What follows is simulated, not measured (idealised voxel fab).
process module | voxel capacitor over wiring
cross-section cut | 280 nm wide | cells 5 nm
A cross-section is a grid of square cells, given in bands from the top down. A band is one or more rows of cells.
Each band's line starts with the height of the band's top and of its bottom, in nm. Then come its materials from left to right, each with its width in nm. One material with "throughout" fills the band from edge to edge. "air" is empty space.
Height 0 is the level under which the wafer as received is all one material. The lowest band goes on downwards, as in "0 down".
A width such as "30 to 40" changes by the same amount from each row of cells to the next, from the band's top row to its bottom row.
"no change" after a step means that no cell of the cross-section changed.
closed voids: empty space of 8 cells or more with no open way to the top, each as width x height at its distance from the left edge, in nm
after a step's settings: what the simulator itself notes on the step
overlay nm, on a step with a mask: how far to the right of its planned place the mask lay; to the left if negative
plan
1 op RECEIVE | material Si
2 op CONFORMAL_DEP | material SiO2 | thk nm 15
3 op CONFORMAL_DEP | material SiCN | thk nm 5
4 op DIRECTIONAL_DEP | material lowk | thk nm 25
5 op PATTERN | tone open | mask id METAL_1 | material resist | width nm 20 | pitch nm 90 | thk nm 15 | overlay nm 0
6 op DIRECTIONAL_ETCH | etch materials lowk | depth nm 25
7 op DIRECTIONAL_ETCH | etch materials SiCN | depth nm 5
8 op STRIP | etch materials resist
9 op CONFORMAL_DEP | material TiN | thk nm 5
10 op FILL_DEP | material W | thk nm 5
11 op CMP | height nm 45
12 op EPI | material Ru | thk nm 5
13 op FILL_DEP | material SiCN | thk nm 5
14 op DIRECTIONAL_DEP | material SiO2 | thk nm 20
15 op MASKED_ETCH | tone open | mask id PLUG_1 | width nm 15 | etch materials SiO2 | depth nm 20 | overlay nm 0
16 op MASKED_ETCH | tone open | mask id PLUG_1 | width nm 15 | etch materials SiCN | depth nm 5 | overlay nm 0
17 op CONFORMAL_DEP | material TiN | thk nm 5
18 op FILL_DEP | material W | thk nm 10
19 op CMP | height nm 75
20 op DIRECTIONAL_DEP | material TiN | thk nm 5
21 op DIRECTIONAL_DEP | material SiN | thk nm 5
22 op DIRECTIONAL_DEP | material TiN | thk nm 5
23 op MASKED_ETCH | tone cover | mask id UPPER_PLATE | width nm 75 | etch materials TiN | depth nm 5 | overlay nm 0
24 op MASKED_ETCH | tone cover | mask id UPPER_PLATE | width nm 75 | etch materials SiN | depth nm 5 | overlay nm 0
25 op MASKED_ETCH | tone cover | mask id LOWER_PLATE | width nm 85 | etch materials TiN | depth nm 5 | overlay nm 0
26 op FILL_DEP | material SiO2 | thk nm 20
27 op CMP | height nm 105
28 op PATTERN | tone open | mask id PLUG_2 | material resist | width nm 15 | thk nm 15 | overlay nm 0
29 op DIRECTIONAL_ETCH | etch materials SiO2 | depth nm 15
30 op STRIP | etch materials resist
31 op CONFORMAL_DEP | material TiN | thk nm 5
32 op FILL_DEP | material W | thk nm 10
33 op CMP | height nm 105
34 op CONFORMAL_DEP | material SiN | thk nm 5
as received, after step 1
  0 down: Si throughout
  closed voids: none
a wafer at the end: this start, this plan, one mistake
  110 to 105: SiN throughout
  105 to 95: SiO2 100 | lowk 5 | W 5 | lowk 5 | SiO2 165
  95 to 90: SiO2 100 | lowk 15 | SiO2 165
  90 to 85: SiO2 90 | TiN 75 | SiO2 115
  85 to 80: SiO2 90 | SiN 75 | SiO2 115
  80 to 75: SiO2 85 | TiN 85 | SiO2 110
  75 to 55: SiO2 90 | TiN 5 | W 5 | TiN 5 | SiO2 175
  55 to 50: SiCN 90 | TiN 15 | SiCN 175
  50 to 45: SiCN 80 | Ru 30 | SiCN 60 | Ru 30 | SiCN 80
  45 to 20: lowk 85 | TiN 5 | W 10 | TiN 5 | lowk 70 | TiN 5 | W 10 | TiN 5 | lowk 85
  20 to 15: SiCN 85 | TiN 20 | SiCN 70 | TiN 20 | SiCN 85
  15 to 0: SiO2 throughout
  0 down: Si throughout
  closed voids: none
what went wrong: step 31 ran as: op CONFORMAL_DEP | material lowk | thk nm 5
